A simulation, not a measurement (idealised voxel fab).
process module | voxel air gaps
cross-section cut | 170 nm wide | cells 5 nm
A cross-section is a grid of square cells, given in bands from the top down. A band is one or more rows of cells.
Each band's line starts with the height of the band's top and of its bottom, in nm. Then come its materials from left to right, each with its width in nm. One material with "throughout" fills the band from edge to edge. "air" is empty space.
Height 0 is the level under which the wafer as received is all one material. The lowest band goes on downwards, as in "0 down".
A width such as "30 to 40" changes by the same amount from each row of cells to the next, from the band's top row to its bottom row.
"no change" after a step means that no cell of the cross-section changed.
closed voids: empty space of 8 cells or more with no open way to the top, each as width x height at its distance from the left edge, in nm
after a step's settings: what the simulator itself notes on the step
overlay nm, on a step with a mask: how far to the right of its planned place the mask lay; to the left if negative
plan
1 op RECEIVE | material Si
2 op CONFORMAL_DEP | material SiO2 | thk nm 15
3 op CONFORMAL_DEP | material SiCN | thk nm 5
4 op DIRECTIONAL_DEP | material lowk | thk nm 30
5 op MASKED_ETCH | tone open | mask id LINES | width nm 15 | pitch nm 45 | etch materials lowk | depth nm 30 | overlay nm 0
6 op CONFORMAL_DEP | material TiN | thk nm 5
7 op FILL_DEP | material Cu | thk nm 10
8 op CMP | height nm 50
9 op EPI | material Ru | thk nm 10
10 op SELECTIVE_ETCH | etch materials lowk | depth nm 40
11 op CONFORMAL_DEP | material SiCN | thk nm 5
as received, after step 1
  0 down: Si throughout
  closed voids: none
first wafer at the end, as planned
  65 to 60: air 15 | SiCN 135 | air 20
  60 to 50: air 15 | SiCN 5 | Ru 35 | SiCN 10 | Ru 35 | SiCN 10 | Ru 35 | SiCN 5 | air 20
  50 to 45: air 15 | SiCN 15 | TiN 5 | Cu 5 | TiN 5 | SiCN 30 | TiN 5 | Cu 5 | TiN 5 | SiCN 30 | TiN 5 | Cu 5 | TiN 5 | SiCN 15 | air 20
  45 to 25: air 25 | SiCN 5 | TiN 5 | Cu 5 | TiN 5 | SiCN 5 | air 20 | SiCN 5 | TiN 5 | Cu 5 | TiN 5 | SiCN 5 | air 20 | SiCN 5 | TiN 5 | Cu 5 | TiN 5 | SiCN 5 | air 30
  25 to 20: SiCN 30 | TiN 15 | SiCN 30 | TiN 15 | SiCN 30 | TiN 15 | SiCN 35
  20 to 15: SiCN throughout
  15 to 0: SiO2 throughout
  0 down: Si throughout
  closed voids: 20 x 20 at 50; 20 x 20 at 95
second wafer at the end: like start, like plan, one mistake
  60 to 50: air 20 | Ru 35 | air 10 | Ru 35 | air 10 | Ru 35 | air 25
  50 to 25: air 30 | TiN 5 | Cu 5 | TiN 5 | air 30 | TiN 5 | Cu 5 | TiN 5 | air 30 | TiN 5 | Cu 5 | TiN 5 | air 35
  25 to 20: air 30 | TiN 15 | air 30 | TiN 15 | air 30 | TiN 15 | air 35
  20 to 15: SiCN throughout
  15 to 0: SiO2 throughout
  0 down: Si throughout
  closed voids: none
what went wrong: step 11 was left out
at the end the second wafer has, in cells: 106 fewer of SiCN
closed voids at the end (first wafer, second wafer): 2, 0
